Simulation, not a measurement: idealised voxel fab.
process module | voxel self aligned vias
Section shown: cut. Width: 185 nm. Cell size: 5 nm, square.
A cross-section is written here as square cells arranged in a grid, and it is given in bands from the top down, each band taking up one or more rows of cells.
Each band's line starts with the height of the band's top and of its bottom, in nm. Then come its materials from left to right, each with its width in nm. One material with "edge to edge" fills the band from edge to edge. "empty" is empty space.
Zero point of the height axis is 0; under it, received wafer = one material. Lowest band: continues down indefinitely, "0 nm and below".
A width given as "30..40" starts at the first number in the band's top row and ends at the second number in its bottom row, shifting by an equal amount at every step from row to row.
A step reported as "everything unchanged" is a step in which no cell of the cross-section changed.
So "Closed void register" is basically the list of trapped voids: any empty space of 8 cells or more that can't reach the top through an opening. They're written width x height at distance, the distance being from the left edge, and it's all nm.
Formally, on a step line, whatever follows the settings is a remark that the simulator itself makes on the step.
Regarding "overlay nm": on a step with a mask, it is the distance the mask lay to the right of its planned place; a negative value places it to the left.

[The planned process steps are enumerated hereunder]
1,RECEIVE [material Si]
2,CONFORMAL_DEP [material SiO2] [thk nm 10]
3,CONFORMAL_DEP [material SiCN] [thk nm 5]
4,DIRECTIONAL_DEP [material SiO2] [thk nm 25]
5,MASKED_ETCH [tone open] [mask id LINES] [width nm 25] [pitch nm 70] [etch materials SiO2] [depth nm 25] [overlay nm 0]
6,CONFORMAL_DEP [material TiN] [thk nm 5]
7,FILL_DEP [material Ru] [thk nm 10]
8,CMP [height nm 40]
9,SELECTIVE_ETCH [etch materials W Ru TiN] [depth nm 5]
10,FILL_DEP [material SiN] [thk nm 10]
11,CMP [height nm 40]
12,DIRECTIONAL_DEP [material SiO2] [thk nm 20]
13,DIRECTIONAL_DEP [material aC] [thk nm 10]
14,PATTERN [tone open] [mask id VIAS] [material resist] [width nm 45] [thk nm 30] [overlay nm 0]
15,DIRECTIONAL_ETCH [etch materials aC] [depth nm 10]
16,STRIP [etch materials resist]
17,DIRECTIONAL_ETCH [etch materials SiO2] [depth nm 20]
18,DIRECTIONAL_ETCH [etch materials SiN] [depth nm 5]
19,STRIP [etch materials aC]
20,CONFORMAL_DEP [material TiN] [thk nm 5]
21,FILL_DEP [material Ru] [thk nm 10]
22,CMP [height nm 60]
23,CONFORMAL_DEP [material SiCN] [thk nm 5]

[First wafer, two in total, run as planned]

[The cross-section here shows the wafer as received, i.e. in its state after step 1]
    0 nm and below | Si edge to edge
    Closed void register: none

[The following cross-section depicts the wafer upon completion of step 2]
    10 nm to 0 nm | SiO2 edge to edge
    Lower than 0, everything is as it was.

[The following cross-section depicts the wafer upon completion of step 3]
    15 nm to 10 nm | SiCN edge to edge
    Lower than 10, everything is as it was.

[The following cross-section depicts the wafer upon completion of step 4]
    40 nm to 15 nm | SiO2 edge to edge
    Lower than 15, everything is as it was.

[The following cross-section depicts the wafer upon completion of step 5]
    40 nm to 15 nm | 45 SiO2  25 empty  45 SiO2  25 empty  45 SiO2
    Lower than 15, everything is as it was.

[The following cross-section depicts the wafer upon completion of step 6]
    45 nm to 40 nm | 50 TiN  15 empty  55 TiN  15 empty  50 TiN
    40 nm to 20 nm | 45 SiO2  5 TiN  15 empty  5 TiN  45 SiO2  5 TiN  15 empty  5 TiN  45 SiO2
    20 nm to 15 nm | 45 SiO2  25 TiN  45 SiO2  25 TiN  45 SiO2
    Lower than 15, everything is as it was.

[The following cross-section depicts the wafer upon completion of step 7]
    55 nm to 45 nm | Ru edge to edge
    45 nm to 40 nm | 50 TiN  15 Ru  55 TiN  15 Ru  50 TiN
    40 nm to 20 nm | 45 SiO2  5 TiN  15 Ru  5 TiN  45 SiO2  5 TiN  15 Ru  5 TiN  45 SiO2
    Lower than 20, everything is as it was.

[The following cross-section depicts the wafer upon completion of step 8]
    40 nm to 20 nm | 45 SiO2  5 TiN  15 Ru  5 TiN  45 SiO2  5 TiN  15 Ru  5 TiN  45 SiO2
    Lower than 20, everything is as it was.

[The following cross-section depicts the wafer upon completion of step 9]
    40 nm to 35 nm | 45 SiO2  25 empty  45 SiO2  25 empty  45 SiO2
    Lower than 35, everything is as it was.

[The following cross-section depicts the wafer upon completion of step 10]
    50 nm to 40 nm | SiN edge to edge
    40 nm to 35 nm | 45 SiO2  25 SiN  45 SiO2  25 SiN  45 SiO2
    Lower than 35, everything is as it was.

[The following cross-section depicts the wafer upon completion of step 11]
    40 nm to 35 nm | 45 SiO2  25 SiN  45 SiO2  25 SiN  45 SiO2
    Lower than 35, everything is as it was.

[The following cross-section depicts the wafer upon completion of step 12]
    60 nm to 40 nm | SiO2 edge to edge
    Lower than 40, everything is as it was.

[The following cross-section depicts the wafer upon completion of step 13]
    70 nm to 60 nm | aC edge to edge
    Lower than 60, everything is as it was.

[The following cross-section depicts the wafer upon completion of step 14]
    100 nm to 70 nm | 35 resist  45 empty  105 resist
    Lower than 70, everything is as it was.

[The following cross-section depicts the wafer upon completion of step 15]
    90 nm to 70 nm | 35 resist  45 empty  105 resist
    70 nm to 60 nm | 35 aC  45 empty  105 aC
    Lower than 60, everything is as it was.

[The following cross-section depicts the wafer upon completion of step 16]
    70 nm to 60 nm | 35 aC  45 empty  105 aC
    Lower than 60, everything is as it was.

[The following cross-section depicts the wafer upon completion of step 17]
    70 nm to 60 nm | 35 aC  45 empty  105 aC
    60 nm to 40 nm | 35 SiO2  45 empty  105 SiO2
    Lower than 40, everything is as it was.

[The following cross-section depicts the wafer upon completion of step 18]
    70 nm to 60 nm | 35 aC  45 empty  105 aC
    60 nm to 40 nm | 35 SiO2  45 empty  105 SiO2
    40 nm to 35 nm | 45 SiO2  25 empty  45 SiO2  25 SiN  45 SiO2
    Lower than 35, everything is as it was.

[The following cross-section depicts the wafer upon completion of step 19]
    60 nm to 40 nm | 35 SiO2  45 empty  105 SiO2
    Lower than 40, everything is as it was.

[The following cross-section depicts the wafer upon completion of step 20]
    65 nm to 60 nm | 40 TiN  35 empty  110 TiN
    60 nm to 45 nm | 35 SiO2  5 TiN  35 empty  5 TiN  105 SiO2
    45 nm to 40 nm | 35 SiO2  15 TiN  15 empty  15 TiN  105 SiO2
    40 nm to 35 nm | 45 SiO2  25 TiN  45 SiO2  25 SiN  45 SiO2
    Lower than 35, everything is as it was.

[The following cross-section depicts the wafer upon completion of step 21]
    75 nm to 65 nm | Ru edge to edge
    65 nm to 60 nm | 40 TiN  35 Ru  110 TiN
    60 nm to 45 nm | 35 SiO2  5 TiN  35 Ru  5 TiN  105 SiO2
    45 nm to 40 nm | 35 SiO2  15 TiN  15 Ru  15 TiN  105 SiO2
    Lower than 40, everything is as it was.

[The following cross-section depicts the wafer upon completion of step 22]
    60 nm to 45 nm | 35 SiO2  5 TiN  35 Ru  5 TiN  105 SiO2
    Lower than 45, everything is as it was.

[The following cross-section depicts the wafer upon completion of step 23]
    65 nm to 60 nm | SiCN edge to edge
    Lower than 60, everything is as it was.

[The remaining wafer, second of the two, started like the first and was run to the same plan, except that one mistake was made along the way; the two coincide through step 13, inclusive]

[The second wafer cut through, at the time step 14 was supposed to be finished]
    100 nm to 70 nm | 45 resist  45 empty  95 resist
    Lower than 70, everything is as it was.

[The second wafer cut through, at the time step 15 was supposed to be finished]
    90 nm to 70 nm | 45 resist  45 empty  95 resist
    70 nm to 60 nm | 45 aC  45 empty  95 aC
    Lower than 60, everything is as it was.

[The second wafer cut through, at the time step 16 was supposed to be finished]
    70 nm to 60 nm | 45 aC  45 empty  95 aC
    Lower than 60, everything is as it was.

[The second wafer cut through, at the time step 17 was supposed to be finished]
    70 nm to 60 nm | 45 aC  45 empty  95 aC
    60 nm to 40 nm | 45 SiO2  45 empty  95 SiO2
    Lower than 40, everything is as it was.

[The second wafer cut through, at the time step 18 was supposed to be finished]
    70 nm to 60 nm | 45 aC  45 empty  95 aC
    60 nm to 40 nm | 45 SiO2  45 empty  95 SiO2
    40 nm to 35 nm | 45 SiO2  25 empty  45 SiO2  25 SiN  45 SiO2
    Lower than 35, everything is as it was.

[The second wafer cut through, at the time step 19 was supposed to be finished]
    60 nm to 40 nm | 45 SiO2  45 empty  95 SiO2
    Lower than 40, everything is as it was.

[The second wafer cut through, at the time step 20 was supposed to be finished]
    65 nm to 60 nm | 50 TiN  35 empty  100 TiN
    60 nm to 45 nm | 45 SiO2  5 TiN  35 empty  5 TiN  95 SiO2
    45 nm to 40 nm | 45 SiO2  5 TiN  15 empty  25 TiN  95 SiO2
    40 nm to 35 nm | 45 SiO2  25 TiN  45 SiO2  25 SiN  45 SiO2
    Lower than 35, everything is as it was.

[The second wafer cut through, at the time step 21 was supposed to be finished]
    75 nm to 65 nm | Ru edge to edge
    65 nm to 60 nm | 50 TiN  35 Ru  100 TiN
    60 nm to 45 nm | 45 SiO2  5 TiN  35 Ru  5 TiN  95 SiO2
    45 nm to 40 nm | 45 SiO2  5 TiN  15 Ru  25 TiN  95 SiO2
    Lower than 40, everything is as it was.

[The second wafer cut through, at the time step 22 was supposed to be finished]
    60 nm to 45 nm | 45 SiO2  5 TiN  35 Ru  5 TiN  95 SiO2
    Lower than 45, everything is as it was.

[The second wafer cut through, at the time step 23 was supposed to be finished]
    65 nm to 60 nm | SiCN edge to edge
    Lower than 60, everything is as it was.
Where did the run depart from the plan? step 14 was not run as planned; what actually ran was PATTERN [tone open] [mask id VIAS] [material resist] [width nm 45] [thk nm 30] [overlay nm 10]
Matching per-material cell counts, mismatched positions: that is how the second wafer compares with the first at the end.
